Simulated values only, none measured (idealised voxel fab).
Process module in this document: voxel self aligned contacts
The figure presents cross-section cut, which has a width of 170 nm and is divided into square cells with an edge length of 5 nm.
In what follows, cross-sections appear as grids of square cells, described through bands that run from the top down, where every band is one or more rows of cells.
First you get the band's top height and its bottom height, in nm, and then the materials it's made of, left to right, with each width in nm. If you see a single material with "throughout", that one covers the band edge to edge. "blank" is empty space.
Height is counted from the level 0, under which the received wafer is composed throughout of one material. The lowest of the bands is not closed at the bottom but continues downward, in the notation "0 nm and below".
Width "30..40": first value at the band's top row of cells, second value at its bottom row, equal change from row to row.
It should be understood that the words "remained the same", when stated for a given step, signify that the cross-section underwent no change in any of its cells during that step.
If an empty space has no open way to the top and is at least 8 cells in size, "Closed void entries" lists it, written width x height at distance, where distance is measured from the left edge and every value is in nm.
It should be noted that, on the line of a given step, the content following the step's settings is a remark produced by the simulator itself with respect to that step.
On any step carrying a mask, the "overlay nm" setting, if present on the step's line, tells how far right of its planned place the mask lay; negative values point to the left.

[List of planned process steps]
| 1 | RECEIVE: material Si |
| 2 | CONFORMAL_DEP: material SiO2, thk nm 5 |
| 3 | DIRECTIONAL_DEP: material polySi, thk nm 25 |
| 4 | DIRECTIONAL_DEP: material SiN, thk nm 20 |
| 5 | PATTERN: tone cover, mask id GATE, material resist, width nm 25, pitch nm 60, thk nm 20, overlay nm 0 |
| 6 | DIRECTIONAL_ETCH: etch materials SiN, depth nm 20 |
| 7 | DIRECTIONAL_ETCH: etch materials polySi, depth nm 25 |
| 8 | STRIP: etch materials resist |
| 9 | CONFORMAL_DEP: material SiN, thk nm 5 |
| 10 | DIRECTIONAL_ETCH: etch materials SiN, depth nm 5 |
| 11 | FILL_DEP: material SiO2, thk nm 15 |
| 12 | CMP: height nm 55 |
| 13 | DIRECTIONAL_DEP: material aC, thk nm 10 |
| 14 | PATTERN: tone open, mask id CONTACT, material resist, width nm 45, thk nm 25, overlay nm 0 |
| 15 | DIRECTIONAL_ETCH: etch materials aC, depth nm 10 |
| 16 | STRIP: etch materials resist |
| 17 | DIRECTIONAL_ETCH: etch materials SiO2, depth nm 55 |
| 18 | STRIP: etch materials aC |
| 19 | CONFORMAL_DEP: material TiN, thk nm 5 |
| 20 | FILL_DEP: material Ru, thk nm 5 |
| 21 | CMP: height nm 55 |
| 22 | CONFORMAL_DEP: material SiCN, thk nm 5 |

[Wafer as received: cross-section following step 1]
> 0 nm and below: Si throughout
> Closed void entries: none

[The cross-section shown corresponds to the wafer at the conclusion of the module. The initial structure and the process plan are those presented above; however, one mistake occurred in executing the plan]
> 60 nm to 55 nm: SiCN throughout
> 55 nm to 50 nm: 60 SiO2; 15 TiN; 15 Ru; 15 TiN; 65 SiO2
> 50 nm to 30 nm: 35 SiO2; 35 SiN; 5 TiN; 15 Ru; 5 TiN; 35 SiN; 40 SiO2
> 30 nm to 15 nm: 35 SiO2; 5 SiN; 25 polySi; 5 SiN; 5 TiN; 15 Ru; 5 TiN; 5 SiN; 25 polySi; 5 SiN; 40 SiO2
> 15 nm to 10 nm: 35 SiO2; 5 SiN; 25 polySi; 5 SiN; 25 TiN; 5 SiN; 25 polySi; 5 SiN; 40 SiO2
> 10 nm to 5 nm: polySi throughout
> 5 nm to 0 nm: SiO2 throughout
> 0 nm and below: Si throughout
> Closed void entries: none
Where did the run depart from the plan? the process deviated at step 7: the operation and settings actually run there were DIRECTIONAL_ETCH: etch materials polySi, depth nm 20
